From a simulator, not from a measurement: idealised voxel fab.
process module | voxel air gaps
cross-section cut | 210 nm wide | cells 5 nm
A cross-section is a grid of square cells, given in bands from the top down. A band is one or more rows of cells.
Each band's line starts with the height of the band's top and of its bottom, in nm. Then come its materials from left to right, each with its width in nm. One material with "throughout" fills the band from edge to edge. "air" is empty space.
Height 0 is the level under which the wafer as received is all one material. The lowest band goes on downwards, as in "0 down".
A width such as "30 to 40" changes by the same amount from each row of cells to the next, from the band's top row to its bottom row.
"no change" after a step means that no cell of the cross-section changed.
closed voids: empty space of 8 cells or more with no open way to the top, each as width x height at its distance from the left edge, in nm
after a step's settings: what the simulator itself notes on the step
overlay nm, on a step with a mask: how far to the right of its planned place the mask lay; to the left if negative
plan
1 op RECEIVE | material Si
2 op CONFORMAL_DEP | material SiO2 | thk nm 10
3 op CONFORMAL_DEP | material SiCN | thk nm 5
4 op DIRECTIONAL_DEP | material lowk | thk nm 35
5 op MASKED_ETCH | tone open | mask id LINES | width nm 20 | pitch nm 50 | etch materials lowk | depth nm 35 | overlay nm 0
6 op CONFORMAL_DEP | material TiN | thk nm 5
7 op FILL_DEP | material W | thk nm 5
8 op CMP | height nm 50
9 op EPI | material Ru | thk nm 10
10 op SELECTIVE_ETCH | etch materials lowk | depth nm 45
11 op CONFORMAL_DEP | material SiCN | thk nm 5
first wafer, as planned
as received, after step 1
  0 down: Si throughout
  closed voids: none
after step 2
  10 to 0: SiO2 throughout
  below 0: unchanged
after step 3
  15 to 10: SiCN throughout
  below 10: unchanged
after step 4
  50 to 15: lowk throughout
  below 15: unchanged
after step 5
  50 to 15: lowk 20 | air 20 | lowk 30 | air 20 | lowk 30 | air 20 | lowk 30 | air 20 | lowk 20
  below 15: unchanged
after step 6
  55 to 50: TiN 25 | air 10 | TiN 40 | air 10 | TiN 40 | air 10 | TiN 40 | air 10 | TiN 25
  50 to 20: lowk 20 | TiN 5 | air 10 | TiN 5 | lowk 30 | TiN 5 | air 10 | TiN 5 | lowk 30 | TiN 5 | air 10 | TiN 5 | lowk 30 | TiN 5 | air 10 | TiN 5 | lowk 20
  20 to 15: lowk 20 | TiN 20 | lowk 30 | TiN 20 | lowk 30 | TiN 20 | lowk 30 | TiN 20 | lowk 20
  below 15: unchanged
after step 7
  60 to 55: W throughout
  55 to 50: TiN 25 | W 10 | TiN 40 | W 10 | TiN 40 | W 10 | TiN 40 | W 10 | TiN 25
  50 to 20: lowk 20 | TiN 5 | W 10 | TiN 5 | lowk 30 | TiN 5 | W 10 | TiN 5 | lowk 30 | TiN 5 | W 10 | TiN 5 | lowk 30 | TiN 5 | W 10 | TiN 5 | lowk 20
  below 20: unchanged
after step 8
  50 to 20: lowk 20 | TiN 5 | W 10 | TiN 5 | lowk 30 | TiN 5 | W 10 | TiN 5 | lowk 30 | TiN 5 | W 10 | TiN 5 | lowk 30 | TiN 5 | W 10 | TiN 5 | lowk 20
  below 20: unchanged
after step 9
  60 to 50: air 10 | Ru 40 | air 10 | Ru 40 | air 10 | Ru 40 | air 10 | Ru 40 | air 10
  below 50: unchanged
after step 10
  60 to 50: air 10 | Ru 40 | air 10 | Ru 40 | air 10 | Ru 40 | air 10 | Ru 40 | air 10
  50 to 20: air 20 | TiN 5 | W 10 | TiN 5 | air 30 | TiN 5 | W 10 | TiN 5 | air 30 | TiN 5 | W 10 | TiN 5 | air 30 | TiN 5 | W 10 | TiN 5 | air 20
  20 to 15: air 20 | TiN 20 | air 30 | TiN 20 | air 30 | TiN 20 | air 30 | TiN 20 | air 20
  below 15: unchanged
after step 11
  65 to 60: air 5 | SiCN 200 | air 5
  60 to 50: air 5 | SiCN 5 | Ru 40 | SiCN 10 | Ru 40 | SiCN 10 | Ru 40 | SiCN 10 | Ru 40 | SiCN 5 | air 5
  50 to 45: air 5 | SiCN 15 | TiN 5 | W 10 | TiN 5 | SiCN 30 | TiN 5 | W 10 | TiN 5 | SiCN 30 | TiN 5 | W 10 | TiN 5 | SiCN 30 | TiN 5 | W 10 | TiN 5 | SiCN 15 | air 5
  45 to 20: air 15 | SiCN 5 | TiN 5 | W 10 | TiN 5 | SiCN 5 | air 20 | SiCN 5 | TiN 5 | W 10 | TiN 5 | SiCN 5 | air 20 | SiCN 5 | TiN 5 | W 10 | TiN 5 | SiCN 5 | air 20 | SiCN 5 | TiN 5 | W 10 | TiN 5 | SiCN 5 | air 15
  20 to 15: SiCN 20 | TiN 20 | SiCN 30 | TiN 20 | SiCN 30 | TiN 20 | SiCN 30 | TiN 20 | SiCN 20
  below 15: unchanged
  closed voids: 20 x 25 at 45; 20 x 25 at 95; 20 x 25 at 145
second wafer: like start, like plan, one mistake. Through step 8 it matches the first wafer
when step 9 should have ended
  70 to 50: Ru throughout
  below 50: unchanged
when step 10 should have ended: no change
when step 11 should have ended
  75 to 70: SiCN throughout
  below 70: unchanged
what went wrong: step 9 was run twice
at the end the second wafer has, in cells: 104 more of Ru | 104 fewer of SiCN | 182 more of lowk
closed voids at the end (first wafer, second wafer): 3, 0
